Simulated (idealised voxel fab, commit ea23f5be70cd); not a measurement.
process module | voxel plated lines
cross-section cut | 200 nm wide | cells 5 nm
A cross-section is a grid of square cells, given in bands from the top down. A band is one or more rows of cells.
Each band's line starts with the height of the band's top and of its bottom, in nm. Then come its materials from left to right, each with its width in nm. One material with "throughout" fills the band from edge to edge. "air" is empty space.
Height 0 is the level under which the wafer as received is all one material. The lowest band goes on downwards, as in "0 down".
A width such as "30 to 40" changes by the same amount from each row of cells to the next, from the band's top row to its bottom row.
"no change" after a step means that no cell of the cross-section changed.
closed voids: empty space of 8 cells or more with no open way to the top, each as width x height at its distance from the left edge, in nm
after a step's settings: what the simulator itself notes on the step
overlay nm, on a step with a mask: how far to the right of its planned place the mask lay; to the left if negative
plan
1 op RECEIVE | material Si
2 op CONFORMAL_DEP | material SiN | thk nm 5
3 op DIRECTIONAL_DEP | material TiN | thk nm 5
4 op PATTERN | tone open | mask id LINES | material resist | width nm 25 | pitch nm 45 | thk nm 35 | overlay nm 0
5 op EPI | material Ru | thk nm 5
6 op EPI | material Ru | thk nm 5
7 op EPI | material Ru | thk nm 10
8 op STRIP | etch materials resist
9 op DIRECTIONAL_ETCH | etch materials TiN | depth nm 5
10 op CONFORMAL_DEP | material SiO2 | thk nm 10
as received, after step 1
  0 down: Si throughout
  closed voids: none
first wafer at the end, as planned
  40 to 30: air 30 | SiO2 135 | air 35
  30 to 15: air 30 | SiO2 10 | Ru 25 | SiO2 20 | Ru 25 | SiO2 20 | Ru 25 | SiO2 10 | air 35
  15 to 10: SiO2 40 | Ru 25 | SiO2 20 | Ru 25 | SiO2 20 | Ru 25 | SiO2 45
  10 to 5: SiO2 40 | TiN 25 | SiO2 20 | TiN 25 | SiO2 20 | TiN 25 | SiO2 45
  5 to 0: SiN throughout
  0 down: Si throughout
  closed voids: none
second wafer at the end: like start, like plan, one mistake
  40 to 30: air 35 | SiO2 35 | air 10 | SiO2 35 | air 10 | SiO2 35 | air 40
  30 to 15: air 35 | SiO2 10 | Ru 15 | SiO2 10 | air 10 | SiO2 10 | Ru 15 | SiO2 10 | air 10 | SiO2 10 | Ru 15 | SiO2 10 | air 40
  15 to 10: SiO2 45 | Ru 15 | SiO2 30 | Ru 15 | SiO2 30 | Ru 15 | SiO2 50
  10 to 5: SiO2 45 | TiN 15 | SiO2 30 | TiN 15 | SiO2 30 | TiN 15 | SiO2 50
  5 to 0: SiN throughout
  0 down: Si throughout
  closed voids: none
what went wrong: step 4 ran as: op PATTERN | tone open | mask id LINES | material resist | width nm 15 | pitch nm 45 | thk nm 35 | overlay nm 0
at the end the second wafer has, in cells: 24 fewer of Ru | 6 fewer of TiN
